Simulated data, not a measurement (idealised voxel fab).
This is a process module. Its name is voxel self aligned vias.
Section shown: cut. Width: 225 nm. Cell size: 5 nm, square.
How to read a cross-section here: the picture is a grid of square cells, written as bands going from the top down, and any band can span one or more rows of cells. Quick guide to a band line: top height, bottom height (nm) up front; then every material left to right with its width in nm. Only one material and it's marked "throughout"? Then it fills the band edge to edge. And "blank" just means empty space. The level at which height equals 0 is the one under which the wafer, as it arrives, is entirely one material. No lower edge exists for the bottom band, which continues downward and is notated as in "0..down". A width such as "30 to 40" changes by the same amount from each row of cells to the next, from the band's top row to its bottom row. Where a step carries "left unchanged", the cross-section came out of it unchanged, cell for cell. "Cavities, sealed": sealed empty spaces, 8 cells or more, no open way to top, listed width x height at distance, with distance from the left edge and width, height and distance in nm. Read whatever lies past the settings on a step's line as the simulator's own remark about the step. overlay nm: mask right of planned place by this much (step with mask). Neg. = left.

-- Process steps (planned)
| 1 | RECEIVE: material Si |
| 2 | CONFORMAL_DEP: material SiO2, thk nm 15 |
| 3 | CONFORMAL_DEP: material SiCN, thk nm 5 |
| 4 | DIRECTIONAL_DEP: material SiO2, thk nm 30 |
| 5 | DIRECTIONAL_DEP: material aC, thk nm 15 |
| 6 | PATTERN: tone open, mask id LINES, material resist, width nm 20, pitch nm 55, thk nm 30, overlay nm 0 |
| 7 | DIRECTIONAL_ETCH: etch materials aC, depth nm 15 |
| 8 | STRIP: etch materials resist |
| 9 | DIRECTIONAL_ETCH: etch materials SiO2, depth nm 30 |
| 10 | STRIP: etch materials aC |
| 11 | CONFORMAL_DEP: material TiN, thk nm 5 |
| 12 | FILL_DEP: material Ru, thk nm 5 |
| 13 | CMP: height nm 50 |
| 14 | SELECTIVE_ETCH: etch materials W Ru TiN, depth nm 5 |
| 15 | FILL_DEP: material SiN, thk nm 10 |
| 16 | CMP: height nm 50 |
| 17 | DIRECTIONAL_DEP: material SiO2, thk nm 15 |
| 18 | PATTERN: tone open, mask id VIAS, material resist, width nm 40, pitch nm 55, thk nm 15, overlay nm 0 |
| 19 | DIRECTIONAL_ETCH: etch materials SiO2, depth nm 15 |
| 20 | DIRECTIONAL_ETCH: etch materials SiN, depth nm 5 |
| 21 | STRIP: etch materials resist |
| 22 | CONFORMAL_DEP: material TiN, thk nm 5 |
| 23 | FILL_DEP: material Cu, thk nm 5 |
| 24 | CMP: height nm 65 |
| 25 | CONFORMAL_DEP: material SiN, thk nm 5 |

-- Wafer as received: cross-section following step 1
	0..down = Si throughout
	Cavities, sealed: none

-- first wafer at the end, as planned
	70..65 = SiN throughout
	65..55 = SiO2 65 nm, then TiN 5 nm, then Cu 30 nm, then TiN 5 nm, then SiO2 15 nm, then TiN 5 nm, then Cu 30 nm, then TiN 5 nm, then SiO2 65 nm
	55..50 = SiO2 65 nm, then TiN 15 nm, then Cu 10 nm, then TiN 15 nm, then SiO2 15 nm, then TiN 15 nm, then Cu 10 nm, then TiN 15 nm, then SiO2 65 nm
	50..45 = SiO2 75 nm, then TiN 20 nm, then SiO2 35 nm, then TiN 20 nm, then SiO2 75 nm
	45..25 = SiO2 75 nm, then TiN 5 nm, then Ru 10 nm, then TiN 5 nm, then SiO2 35 nm, then TiN 5 nm, then Ru 10 nm, then TiN 5 nm, then SiO2 75 nm
	25..20 = SiO2 75 nm, then TiN 20 nm, then SiO2 35 nm, then TiN 20 nm, then SiO2 75 nm
	20..15 = SiCN throughout
	15..0 = SiO2 throughout
	0..down = Si throughout
	Cavities, sealed: none

-- Cross-sectional image of the second wafer of the two following completion of the module. Starting state and process plan were the same as for the first wafer; one execution error occurred
	70..65 = SiN throughout
	65..55 = Cu 60 nm, then TiN 5 nm, then SiO2 40 nm, then TiN 5 nm, then Cu 5 nm, then TiN 5 nm, then SiO2 40 nm, then TiN 5 nm, then Cu 60 nm
	55..50 = TiN 65 nm, then SiO2 40 nm, then TiN 15 nm, then SiO2 40 nm, then TiN 65 nm
	50..45 = SiO2 75 nm, then SiN 20 nm, then SiO2 35 nm, then SiN 20 nm, then SiO2 75 nm
	45..25 = SiO2 75 nm, then TiN 5 nm, then Ru 10 nm, then TiN 5 nm, then SiO2 35 nm, then TiN 5 nm, then Ru 10 nm, then TiN 5 nm, then SiO2 75 nm
	25..20 = SiO2 75 nm, then TiN 20 nm, then SiO2 35 nm, then TiN 20 nm, then SiO2 75 nm
	20..15 = SiCN throughout
	15..0 = SiO2 throughout
	0..down = Si throughout
	Cavities, sealed: none
Deviation noted in wafer processing: step 18 off recipe, ran as PATTERN: tone cover, mask id VIAS, material resist, width nm 40, pitch nm 55, thk nm 15, overlay nm 0
Counted in cells at the end, the second wafer holds more or fewer of these materials than the first: Cu +22, SiN +8, SiO2 -39, TiN +9
